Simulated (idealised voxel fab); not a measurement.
Name of the process module below: voxel released beams
For reference, the cross-section in this document is cut, with width 185 nm and square cells of 5 nm.
Cross-section spec: square-cell grid; bands listed top down; each band is one or more rows. Band: top and bottom heights (nm) first, top before bottom; then materials from left to right, widths in nm. "everywhere" marks a sole material filling the band edge to edge. "empty" denotes empty space. Convention: height 0 is the level below which the wafer, as received, is all one material. The lowest band does not terminate at the bottom but continues downward, represented as "z 0 and below". Width "30->40": first value at the band's top row of cells, second value at its bottom row, equal change from row to row. Where the words "all unchanged" appear for a step, the cross-section shows no cell changed by that step; every cell remained as before. The list in "Enclosed internal voids" covers empty spaces of 8 cells or more that cannot reach the top through any open way, and it gives each as width x height at distance; the distance is from the left edge, and width, height and distance are in nm. Heads up: the bit after the settings on a step's line is the simulator's remark on that step. The "overlay nm" setting may appear on a step's line; for a step that uses a mask, it gives how far to the right of its planned position the mask lay, and a negative value indicates the left.
## The process steps that were planned are listed below
step 1: RECEIVE with material Si
step 2: CONFORMAL_DEP with material SiN, thk nm 10
step 3: DIRECTIONAL_DEP with material SiO2, thk nm 10
step 4: PATTERN with tone open, mask id ANCHOR, material resist, width nm 25, thk nm 15, overlay nm 0
step 5: DIRECTIONAL_ETCH with etch materials SiO2, depth nm 10
step 6: STRIP with etch materials resist
step 7: CONFORMAL_DEP with material TiN, thk nm 10
step 8: MASKED_ETCH with tone cover, mask id BEAM, width nm 95, etch materials TiN, depth nm 10, overlay nm 0
step 9: STRIP with etch materials SiO2
## Account of the first of two wafers, which was processed as intended
## Here's what the wafer looked like in cross-section when it arrived - that's after step 1
* z 0 and below: Si everywhere
* Enclosed internal voids: none
## Presented here is a cross-section of the wafer after step 2 has been performed
* z 10 to 0: SiN everywhere
* Heights below 0 show no change.
## Presented here is a cross-section of the wafer after step 3 has been performed
* z 20 to 10: SiO2 everywhere
* Heights below 10 show no change.
## Presented here is a cross-section of the wafer after step 4 has been performed
* z 35 to 20: resist (45), empty (25), resist (115)
* Heights below 20 show no change.
## Presented here is a cross-section of the wafer after step 5 has been performed
* z 35 to 20: resist (45), empty (25), resist (115)
* z 20 to 10: SiO2 (45), empty (25), SiO2 (115)
* Heights below 10 show no change.
## Presented here is a cross-section of the wafer after step 6 has been performed
* z 20 to 10: SiO2 (45), empty (25), SiO2 (115)
* Heights below 10 show no change.
## Presented here is a cross-section of the wafer after step 7 has been performed
* z 30 to 20: TiN (55), empty (5), TiN (125)
* z 20 to 10: SiO2 (45), TiN (25), SiO2 (115)
* Heights below 10 show no change.
## Presented here is a cross-section of the wafer after step 8 has been performed
* z 30 to 20: empty (40), TiN (15), empty (5), TiN (75), empty (50)
* Heights below 20 show no change.
## Presented here is a cross-section of the wafer after step 9 has been performed
* z 30 to 20: empty (40), TiN (15), empty (5), TiN (75), empty (50)
* z 20 to 10: empty (45), TiN (25), empty (115)
* Heights below 10 show no change.
## Second wafer, same starting state and plan as the first, one mistake in the run, identical through step 6
## Cross-section, second wafer, at the end time the plan gives for step 7
* z 25 to 20: TiN (50), empty (15), TiN (120)
* z 20 to 15: SiO2 (45), TiN (5), empty (15), TiN (5), SiO2 (115)
* z 15 to 10: SiO2 (45), TiN (25), SiO2 (115)
* Heights below 10 show no change.
## Cross-section, second wafer, at the end time the plan gives for step 8
* z 25 to 20: empty (40), TiN (10), empty (15), TiN (70), empty (50)
* Heights below 20 show no change.
## Cross-section, second wafer, at the end time the plan gives for step 9
* z 25 to 15: empty (40->45), TiN (10->5), empty (15), TiN (70->5), empty (50->115)
* z 15 to 10: empty (45), TiN (25), empty (115)
* Heights below 10 show no change.
It is concluded that the wafer was processed incorrectly with respect to the plan, in that contrary to plan, step 7 was performed as CONFORMAL_DEP with material TiN, thk nm 5
In the final state, the cell counts of the second wafer exceed or fall short of those of the first for the following materials: -23 TiN
